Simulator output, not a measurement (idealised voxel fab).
Documented hereafter: the process module known as voxel self aligned contacts.
Square cells of 5 nm make up the cross-section cut, whose width is 215 nm.
Cross-section layout: square cells on a grid; listed as bands, top to bottom; a band spans one or more cell rows. Basically the band line says how high the top is and how high the bottom is, in nm, and then what's in it from left to right, every material with its width in nm. Empty space shows up as "air", and if a single material carries "edge to edge" it runs the full band edge to edge. The level at which height equals 0 is the one under which the wafer, as it arrives, is entirely one material. No lower edge exists for the bottom band, which continues downward and is notated as in "z 0 and below". Think of "30 to 40" as a width that walks from the first number to the second as you go down the band, top row to bottom row, taking equal-sized steps from row to row. The designation "nothing different", where it is given for a processing step, indicates that no cell of the cross-section was altered in the course of that step. Look at "Enclosed empty spaces" for the closed voids: empty spaces with no open path to the top, sized 8 cells or up. Each is width x height at distance, distance from the left edge, all nm. Whatever follows a step's settings on its line is a remark the simulator itself makes about that step. overlay nm: on a step with a mask, how far right of its planned place the mask lay; negative means left.
The process steps that were planned are listed below:
1,RECEIVE (material Si)
2,OXIDIZE (depth nm 5)
3,DIRECTIONAL_DEP (material polySi; thk nm 25)
4,DIRECTIONAL_DEP (material SiN; thk nm 20)
5,DIRECTIONAL_DEP (material aC; thk nm 10)
6,PATTERN (tone cover; mask id GATE; material resist; width nm 25; pitch nm 50; thk nm 30; overlay nm 0)
7,DIRECTIONAL_ETCH (etch materials aC; depth nm 10)
8,STRIP (etch materials resist)
9,DIRECTIONAL_ETCH (etch materials SiN; depth nm 20)
10,DIRECTIONAL_ETCH (etch materials polySi; depth nm 25)
11,STRIP (etch materials aC)
12,CONFORMAL_DEP (material SiN; thk nm 5)
13,DIRECTIONAL_ETCH (etch materials SiN; depth nm 5)
14,FILL_DEP (material SiO2; thk nm 10)
15,CMP (height nm 50)
16,MASKED_ETCH (tone open; mask id CONTACT; width nm 35; etch materials SiO2; depth nm 55; overlay nm 0)
17,CONFORMAL_DEP (material TiN; thk nm 5)
18,FILL_DEP (material Ru; thk nm 5)
19,CMP (height nm 50)
20,CONFORMAL_DEP (material SiN; thk nm 5)
Cross-section of the wafer upon arrival, representing the state reached after step 1:
	z 0 and below  Si edge to edge
	Enclosed empty spaces: none
The module was run from the start shown above using the plan shown above, but one mistake was made doing it; the resulting wafer cross-section is below:
	z 55 to 50  SiN edge to edge
	z 50 to 45  95 SiO2, then 10 TiN, then 5 Ru, then 20 TiN, then 85 SiO2
	z 45 to 25  65 SiO2, then 35 SiN, then 5 TiN, then 5 Ru, then 5 TiN, then 35 SiN, then 65 SiO2
	z 25 to 0  65 SiO2, then 5 SiN, then 25 polySi, then 5 SiN, then 5 TiN, then 5 Ru, then 5 TiN, then 5 SiN, then 25 polySi, then 5 SiN, then 65 SiO2
	z 0 to -5  100 SiO2, then 15 TiN, then 100 SiO2
	z -5 and below  Si edge to edge
	Enclosed empty spaces: none
Against the plan, the run slipped here: note that step 16 departed from the planned setting and was carried out as MASKED_ETCH (tone open; mask id CONTACT; width nm 35; etch materials SiO2; depth nm 55; overlay nm 5)
